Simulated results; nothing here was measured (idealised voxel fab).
This section sets out a process module, namely voxel fin reveal.
Square cell edge 5 nm, section width 160 nm, ID cut.
Reading order for cross-sections: top band down to bottom band. Underlying form: a grid of square cells. Band size: one or more rows of cells.
For a band, the entry starts with two heights in nm, that of the top and then that of the bottom, and carries on with the band's materials in order from left to right, each alongside its width in nm; the word "throughout" beside a single material means it fills the band edge to edge, and "blank" means empty space.
For the purposes of this specification, 0 denotes the height below which the wafer in its as-received condition is composed wholly of one material, and the lowermost band, lacking a lower limit, extends downward without end, as expressed in "0 nm and below".
The two numbers in a width such as "30 to 40" mark its ends across the band: the first belongs to the top row of cells, the second to the bottom row, and from each row to the next the width moves by the same amount.
"no alterations made", as given for a step, is the statement that not any cell of the cross-section underwent a change during that step.
"Tabulated closed voids": sealed empty spaces, 8 cells or more, no open way to top, listed width x height at distance, with distance from the left edge and width, height and distance in nm.
Note: text after step settings on the step line = simulator remark on that step.
A step line may carry the setting "overlay nm", which, for steps involving a mask, states the distance by which the mask lay to the right of its intended position; negative values denote displacement to the left.

### Set out below are the planned steps of the process
1: RECEIVE | material Si
2: CONFORMAL_DEP | material SiN | thk nm 10
3: DIRECTIONAL_DEP | material aC | thk nm 10
4: PATTERN | tone cover | mask id FINS | material resist | width nm 15 | pitch nm 35 | thk nm 30 | overlay nm 0
5: DIRECTIONAL_ETCH | etch materials aC | depth nm 10
6: STRIP | etch materials resist
7: DIRECTIONAL_ETCH | etch materials SiN | depth nm 10
8: DIRECTIONAL_ETCH | etch materials Si | depth nm 40
9: STRIP | etch materials aC
10: FILL_DEP | material SiO2 | thk nm 15
11: CMP | height nm 10
12: SELECTIVE_ETCH | etch materials SiO2 | depth nm 25
13: STRIP | etch materials SiN
14: CONFORMAL_DEP | material SiO2 | thk nm 5

### Run as planned: first of two wafers

### Cross-section of the wafer at receipt, which is the condition after step 1
* 0 nm and below | Si throughout
* Tabulated closed voids: none

### Cross-section of the wafer after step 2
* 10 nm to 0 nm | SiN throughout
* At heights below 0, the structure remains unaltered.

### Cross-section of the wafer after step 3
* 20 nm to 10 nm | aC throughout
* At heights below 10, the structure remains unaltered.

### Cross-section of the wafer after step 4
* 50 nm to 20 nm | blank 35 nm  resist 15 nm  blank 20 nm  resist 15 nm  blank 20 nm  resist 15 nm  blank 40 nm
* At heights below 20, the structure remains unaltered.

### Cross-section of the wafer after step 5
* 40 nm to 20 nm | blank 35 nm  resist 15 nm  blank 20 nm  resist 15 nm  blank 20 nm  resist 15 nm  blank 40 nm
* 20 nm to 10 nm | blank 35 nm  aC 15 nm  blank 20 nm  aC 15 nm  blank 20 nm  aC 15 nm  blank 40 nm
* At heights below 10, the structure remains unaltered.

### Cross-section of the wafer after step 6
* 20 nm to 10 nm | blank 35 nm  aC 15 nm  blank 20 nm  aC 15 nm  blank 20 nm  aC 15 nm  blank 40 nm
* At heights below 10, the structure remains unaltered.

### Cross-section of the wafer after step 7
* 20 nm to 10 nm | blank 35 nm  aC 15 nm  blank 20 nm  aC 15 nm  blank 20 nm  aC 15 nm  blank 40 nm
* 10 nm to 0 nm | blank 35 nm  SiN 15 nm  blank 20 nm  SiN 15 nm  blank 20 nm  SiN 15 nm  blank 40 nm
* At heights below 0, the structure remains unaltered.

### Cross-section of the wafer after step 8
* 20 nm to 10 nm | blank 35 nm  aC 15 nm  blank 20 nm  aC 15 nm  blank 20 nm  aC 15 nm  blank 40 nm
* 10 nm to 0 nm | blank 35 nm  SiN 15 nm  blank 20 nm  SiN 15 nm  blank 20 nm  SiN 15 nm  blank 40 nm
* 0 nm to -40 nm | blank 35 nm  Si 15 nm  blank 20 nm  Si 15 nm  blank 20 nm  Si 15 nm  blank 40 nm
* At heights below -40, the structure remains unaltered.

### Cross-section of the wafer after step 9
* 10 nm to 0 nm | blank 35 nm  SiN 15 nm  blank 20 nm  SiN 15 nm  blank 20 nm  SiN 15 nm  blank 40 nm
* At heights below 0, the structure remains unaltered.

### Cross-section of the wafer after step 10
* 25 nm to 10 nm | SiO2 throughout
* 10 nm to 0 nm | SiO2 35 nm  SiN 15 nm  SiO2 20 nm  SiN 15 nm  SiO2 20 nm  SiN 15 nm  SiO2 40 nm
* 0 nm to -40 nm | SiO2 35 nm  Si 15 nm  SiO2 20 nm  Si 15 nm  SiO2 20 nm  Si 15 nm  SiO2 40 nm
* At heights below -40, the structure remains unaltered.

### Cross-section of the wafer after step 11
* 10 nm to 0 nm | SiO2 35 nm  SiN 15 nm  SiO2 20 nm  SiN 15 nm  SiO2 20 nm  SiN 15 nm  SiO2 40 nm
* At heights below 0, the structure remains unaltered.

### Cross-section of the wafer after step 12
* 10 nm to 0 nm | blank 35 nm  SiN 15 nm  blank 20 nm  SiN 15 nm  blank 20 nm  SiN 15 nm  blank 40 nm
* 0 nm to -15 nm | blank 35 nm  Si 15 nm  blank 20 nm  Si 15 nm  blank 20 nm  Si 15 nm  blank 40 nm
* At heights below -15, the structure remains unaltered.

### Cross-section of the wafer after step 13
* 0 nm to -15 nm | blank 35 nm  Si 15 nm  blank 20 nm  Si 15 nm  blank 20 nm  Si 15 nm  blank 40 nm
* At heights below -15, the structure remains unaltered.

### Cross-section of the wafer after step 14
* 5 nm to 0 nm | blank 30 nm  SiO2 25 nm  blank 10 nm  SiO2 25 nm  blank 10 nm  SiO2 25 nm  blank 35 nm
* 0 nm to -10 nm | blank 30 nm  SiO2 5 nm  Si 15 nm  SiO2 5 nm  blank 10 nm  SiO2 5 nm  Si 15 nm  SiO2 5 nm  blank 10 nm  SiO2 5 nm  Si 15 nm  SiO2 5 nm  blank 35 nm
* -10 nm to -40 nm | SiO2 35 nm  Si 15 nm  SiO2 20 nm  Si 15 nm  SiO2 20 nm  Si 15 nm  SiO2 40 nm
* At heights below -40, the structure remains unaltered.

### Here the second wafer is described. Its start and its plan were those of the first wafer. Its run contained one mistake. Up to and including step 7, it did exactly what the first wafer did

### when step 8 should have ended
* 20 nm to 10 nm | blank 35 nm  aC 15 nm  blank 20 nm  aC 15 nm  blank 20 nm  aC 15 nm  blank 40 nm
* 10 nm to 0 nm | blank 35 nm  SiN 15 nm  blank 20 nm  SiN 15 nm  blank 20 nm  SiN 15 nm  blank 40 nm
* 0 nm to -35 nm | blank 35 nm  Si 15 nm  blank 20 nm  Si 15 nm  blank 20 nm  Si 15 nm  blank 40 nm
* At heights below -35, the structure remains unaltered.

### when step 9 should have ended
* 10 nm to 0 nm | blank 35 nm  SiN 15 nm  blank 20 nm  SiN 15 nm  blank 20 nm  SiN 15 nm  blank 40 nm
* At heights below 0, the structure remains unaltered.

### when step 10 should have ended
* 25 nm to 10 nm | SiO2 throughout
* 10 nm to 0 nm | SiO2 35 nm  SiN 15 nm  SiO2 20 nm  SiN 15 nm  SiO2 20 nm  SiN 15 nm  SiO2 40 nm
* 0 nm to -35 nm | SiO2 35 nm  Si 15 nm  SiO2 20 nm  Si 15 nm  SiO2 20 nm  Si 15 nm  SiO2 40 nm
* At heights below -35, the structure remains unaltered.

### when step 11 should have ended
* 10 nm to 0 nm | SiO2 35 nm  SiN 15 nm  SiO2 20 nm  SiN 15 nm  SiO2 20 nm  SiN 15 nm  SiO2 40 nm
* At heights below 0, the structure remains unaltered.

### when step 12 should have ended
* 10 nm to 0 nm | blank 35 nm  SiN 15 nm  blank 20 nm  SiN 15 nm  blank 20 nm  SiN 15 nm  blank 40 nm
* 0 nm to -15 nm | blank 35 nm  Si 15 nm  blank 20 nm  Si 15 nm  blank 20 nm  Si 15 nm  blank 40 nm
* At heights below -15, the structure remains unaltered.

### when step 13 should have ended
* 0 nm to -15 nm | blank 35 nm  Si 15 nm  blank 20 nm  Si 15 nm  blank 20 nm  Si 15 nm  blank 40 nm
* At heights below -15, the structure remains unaltered.

### when step 14 should have ended
* 5 nm to 0 nm | blank 30 nm  SiO2 25 nm  blank 10 nm  SiO2 25 nm  blank 10 nm  SiO2 25 nm  blank 35 nm
* 0 nm to -10 nm | blank 30 nm  SiO2 5 nm  Si 15 nm  SiO2 5 nm  blank 10 nm  SiO2 5 nm  Si 15 nm  SiO2 5 nm  blank 10 nm  SiO2 5 nm  Si 15 nm  SiO2 5 nm  blank 35 nm
* -10 nm to -35 nm | SiO2 35 nm  Si 15 nm  SiO2 20 nm  Si 15 nm  SiO2 20 nm  Si 15 nm  SiO2 40 nm
* At heights below -35, the structure remains unaltered.
Where did the run depart from the plan? the process deviated at step 8: the operation and settings actually run there were DIRECTIONAL_ETCH | etch materials Si | depth nm 35
End check, counted in cells, second wafer has more or fewer of these materials than the first: 23 more of Si | 23 fewer of SiO2
